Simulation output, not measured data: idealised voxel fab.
Process module under the name voxel wiring stack
Each square cell in cross-section cut measures 5 nm, and the section as a whole is 160 nm wide.
Format of a cross-section: grid, square cells. Given as bands. Order: top down. Band: one or more rows of cells.
Heads up on the band format: heights come first, top then bottom, in nm. After that it's the materials left to right, each with its width in nm. A single material flagged "everywhere" fills the whole band edge to edge, and "air" means there's empty space there.
Measure heights from 0. That's the level where, below it, the as-received wafer is all one material. The lowest band is bottomless and extends downward; write it as in "0 and below".
The notation "30..40" denotes a width that varies across the rows of cells in the band, beginning at the first number in the top row, finishing at the second number in the bottom row, and changing by an identical amount from each row to the next.
Any step labelled "no change" changed none of the cells in the cross-section.
Voids not open to the top, 8 cells minimum: see "Voids, fully enclosed". Written width x height at distance; distance is from the left edge; nm.
Anything after a step's settings on that line? It's the simulator's own note about the step.
Steps that use a mask can have "overlay nm" on their line. It says how far the mask sat to the right of where it was meant to be. Negative means to the left.

Intended process steps
1. RECEIVE (material Si)
2. CONFORMAL_DEP (material SiO2; thk nm 15)
3. CONFORMAL_DEP (material SiN; thk nm 5)
4. DIRECTIONAL_DEP (material SiO2; thk nm 25)
5. PATTERN (tone open; mask id METAL_1; material resist; width nm 25; pitch nm 45; thk nm 15; overlay nm 0)
6. DIRECTIONAL_ETCH (etch materials SiO2; depth nm 25)
7. DIRECTIONAL_ETCH (etch materials SiN; depth nm 5)
8. STRIP (etch materials resist)
9. CONFORMAL_DEP (material TiN; thk nm 5)
10. FILL_DEP (material Ru; thk nm 10)
11. CMP (height nm 45)
12. CONFORMAL_DEP (material SiCN; thk nm 5)
13. DIRECTIONAL_DEP (material SiO2; thk nm 30)
14. MASKED_ETCH (tone open; mask id METAL_2; width nm 25; pitch nm 45; etch materials SiO2; depth nm 20; overlay nm 0)
15. PATTERN (tone open; mask id METAL_2_HOLES; material resist; width nm 15; thk nm 20; overlay nm 0)
16. DIRECTIONAL_ETCH (etch materials SiO2; depth nm 5)
17. DIRECTIONAL_ETCH (etch materials SiCN; depth nm 5)
18. STRIP (etch materials resist)
19. CONFORMAL_DEP (material TiN; thk nm 5)
20. FILL_DEP (material Cu; thk nm 10)
21. CMP (height nm 80)
22. CONFORMAL_DEP (material SiCN; thk nm 5)
23. DIRECTIONAL_DEP (material lowk; thk nm 10)
24. MASKED_ETCH (tone open; mask id PLUG_2; width nm 15; etch materials lowk; depth nm 10; overlay nm 0)
25. MASKED_ETCH (tone open; mask id PLUG_2; width nm 15; etch materials SiCN; depth nm 5; overlay nm 0)
26. CONFORMAL_DEP (material TiN; thk nm 5)
27. FILL_DEP (material Cu; thk nm 5)
28. CMP (height nm 95)
29. CONFORMAL_DEP (material SiCN; thk nm 5)
30. DIRECTIONAL_DEP (material SiO2; thk nm 20)
31. MASKED_ETCH (tone open; mask id METAL_3; width nm 25; pitch nm 45; etch materials SiO2; depth nm 20; overlay nm 0)
32. MASKED_ETCH (tone open; mask id METAL_3; width nm 25; pitch nm 45; etch materials SiCN; depth nm 5; overlay nm 0)
33. CONFORMAL_DEP (material TiN; thk nm 5)
34. FILL_DEP (material Cu; thk nm 5)
35. CMP (height nm 120)
36. CONFORMAL_DEP (material SiCN; thk nm 5)
For clarity, it should be stated that the wafers under discussion commence in an identical condition and differ with respect to the depth nm of step 16, the plan indicating the value that the first wafer had.

Here's the first of the wafers in cross-section, just as we got it, i.e. after step 1
    0 and below  Si everywhere
    Voids, fully enclosed: none

Shown in cross-section: the first of several wafers at the end of the module, after its last step, step 36
    125 down to 120  SiCN everywhere
    120 down to 100  SiO2 45 nm / TiN 5 nm / Cu 15 nm / TiN 5 nm / SiO2 20 nm / TiN 5 nm / Cu 15 nm / TiN 5 nm / SiO2 45 nm
    100 down to 95  SiCN 45 nm / TiN 25 nm / SiCN 20 nm / TiN 25 nm / SiCN 45 nm
    95 down to 85  lowk 45 nm / TiN 5 nm / Cu 5 nm / TiN 5 nm / lowk 100 nm
    85 down to 80  SiCN 45 nm / TiN 15 nm / SiCN 100 nm
    80 down to 65  SiO2 45 nm / TiN 5 nm / Cu 15 nm / TiN 5 nm / SiO2 20 nm / TiN 5 nm / Cu 15 nm / TiN 5 nm / SiO2 45 nm
    65 down to 60  SiO2 45 nm / TiN 5 nm / Cu 5 nm / TiN 15 nm / SiO2 20 nm / TiN 25 nm / SiO2 45 nm
    60 down to 55  SiO2 45 nm / TiN 15 nm / SiO2 100 nm
    55 down to 50  SiO2 everywhere
    50 down to 45  SiCN everywhere
    45 down to 20  SiO2 45 nm / TiN 5 nm / Ru 15 nm / TiN 5 nm / SiO2 20 nm / TiN 5 nm / Ru 15 nm / TiN 5 nm / SiO2 45 nm
    20 down to 15  SiN 45 nm / TiN 25 nm / SiN 20 nm / TiN 25 nm / SiN 45 nm
    15 down to 0  SiO2 everywhere
    0 and below  Si everywhere
    Voids, fully enclosed: none

Wafer cross-section (last wafer, module end)
    125 down to 120  SiCN everywhere
    120 down to 100  SiO2 45 nm / TiN 5 nm / Cu 15 nm / TiN 5 nm / SiO2 20 nm / TiN 5 nm / Cu 15 nm / TiN 5 nm / SiO2 45 nm
    100 down to 95  SiCN 45 nm / TiN 25 nm / SiCN 20 nm / TiN 25 nm / SiCN 45 nm
    95 down to 85  lowk 45 nm / TiN 5 nm / Cu 5 nm / TiN 5 nm / lowk 100 nm
    85 down to 80  SiCN 45 nm / TiN 15 nm / SiCN 100 nm
    80 down to 65  SiO2 45 nm / TiN 5 nm / Cu 15 nm / TiN 5 nm / SiO2 20 nm / TiN 5 nm / Cu 15 nm / TiN 5 nm / SiO2 45 nm
    65 down to 60  SiO2 45 nm / TiN 5 nm / Cu 5 nm / TiN 15 nm / SiO2 20 nm / TiN 25 nm / SiO2 45 nm
    60 down to 50  SiO2 45 nm / TiN 5 nm / Cu 5 nm / TiN 5 nm / SiO2 100 nm
    50 down to 45  SiCN 45 nm / TiN 15 nm / SiCN 100 nm
    45 down to 20  SiO2 45 nm / TiN 5 nm / Ru 15 nm / TiN 5 nm / SiO2 20 nm / TiN 5 nm / Ru 15 nm / TiN 5 nm / SiO2 45 nm
    20 down to 15  SiN 45 nm / TiN 25 nm / SiN 20 nm / TiN 25 nm / SiN 45 nm
    15 down to 0  SiO2 everywhere
    0 and below  Si everywhere
    Voids, fully enclosed: none

Basically each wafer gets a line in the table, showing it at the end of the module: material by material, the cells it gained (+) or lost (-) since we got it, then its closed voids
depth nm 5, +45 Cu, +30 Ru, +115 SiCN, +22 SiN, +443 SiO2, +87 TiN, +58 lowk, Voids, fully enclosed: none
depth nm 10, +47 Cu, +30 Ru, +112 SiCN, +22 SiN, +440 SiO2, +91 TiN, +58 lowk, Voids, fully enclosed: none
depth nm 15, +47 Cu, +30 Ru, +112 SiCN, +22 SiN, +440 SiO2, +91 TiN, +58 lowk, Voids, fully enclosed: none
depth nm 20, +47 Cu, +30 Ru, +112 SiCN, +22 SiN, +440 SiO2, +91 TiN, +58 lowk, Voids, fully enclosed: none
depth nm 25, +47 Cu, +30 Ru, +112 SiCN, +22 SiN, +440 SiO2, +91 TiN, +58 lowk, Voids, fully enclosed: none
